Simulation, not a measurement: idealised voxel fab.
process module | voxel self aligned contacts
cross-section cut | 160 nm wide | cells 5 nm
A cross-section is a grid of square cells, given in bands from the top down. A band is one or more rows of cells.
Each band's line starts with the height of the band's top and of its bottom, in nm. Then come its materials from left to right, each with its width in nm. One material with "throughout" fills the band from edge to edge. "air" is empty space.
Height 0 is the level under which the wafer as received is all one material. The lowest band goes on downwards, as in "0 down".
A width such as "30 to 40" changes by the same amount from each row of cells to the next, from the band's top row to its bottom row.
"no change" after a step means that no cell of the cross-section changed.
closed voids: empty space of 8 cells or more with no open way to the top, each as width x height at its distance from the left edge, in nm
after a step's settings: what the simulator itself notes on the step
overlay nm, on a step with a mask: how far to the right of its planned place the mask lay; to the left if negative
plan
1 op RECEIVE | material Si
2 op CONFORMAL_DEP | material SiO2 | thk nm 5
3 op DIRECTIONAL_DEP | material polySi | thk nm 30
4 op DIRECTIONAL_DEP | material SiN | thk nm 20
5 op MASKED_ETCH | tone cover | mask id GATE | width nm 30 | pitch nm 60 | etch materials SiN | depth nm 20 | overlay nm 0
6 op MASKED_ETCH | tone cover | mask id GATE | width nm 30 | pitch nm 60 | etch materials polySi | depth nm 30 | overlay nm 0
7 op CONFORMAL_DEP | material SiN | thk nm 5
8 op DIRECTIONAL_ETCH | etch materials SiN | depth nm 5
9 op FILL_DEP | material SiO2 | thk nm 20
10 op CMP | height nm 65
11 op DIRECTIONAL_DEP | material aC | thk nm 10
12 op PATTERN | tone open | mask id CONTACT | material resist | width nm 40 | thk nm 25 | overlay nm 0
13 op DIRECTIONAL_ETCH | etch materials aC | depth nm 10
14 op STRIP | etch materials resist
15 op DIRECTIONAL_ETCH | etch materials SiO2 | depth nm 65
16 op STRIP | etch materials aC
17 op CONFORMAL_DEP | material TiN | thk nm 5
18 op FILL_DEP | material Ru | thk nm 5
19 op CMP | height nm 65
20 op CONFORMAL_DEP | material SiCN | thk nm 5
as received, after step 1
  0 down: Si throughout
  closed voids: none
first wafer at the end, as planned
  70 to 65: SiCN throughout
  65 to 55: SiO2 60 | TiN 5 to 15 | Ru 30 to 10 | TiN 5 to 15 | SiO2 60
  55 to 35: SiO2 30 | SiN 40 | TiN 5 | Ru 10 | TiN 5 | SiN 40 | SiO2 30
  35 to 5: SiO2 30 | SiN 5 | polySi 30 | SiN 5 | TiN 5 | Ru 10 | TiN 5 | SiN 5 | polySi 30 | SiN 5 | SiO2 30
  5 to 0: SiO2 70 | TiN 20 | SiO2 70
  0 down: Si throughout
  closed voids: none
second wafer at the end: like start, like plan, one mistake
  70 to 65: SiCN throughout
  65 to 55: SiO2 60 | TiN 5 to 15 | Ru 30 to 10 | TiN 5 to 15 | SiO2 60
  55 to 35: SiO2 30 | SiN 40 | TiN 5 | Ru 10 | TiN 5 | SiN 40 | SiO2 30
  35 to 30: SiO2 70 | TiN 20 | SiO2 70
  30 to 0: polySi throughout
  0 down: Si throughout
  closed voids: none
what went wrong: steps 2 and 3 were swapped
at the end the second wafer has, in cells: 12 fewer of Ru | 24 fewer of SiN | 72 fewer of SiO2 | 12 fewer of TiN | 120 more of polySi
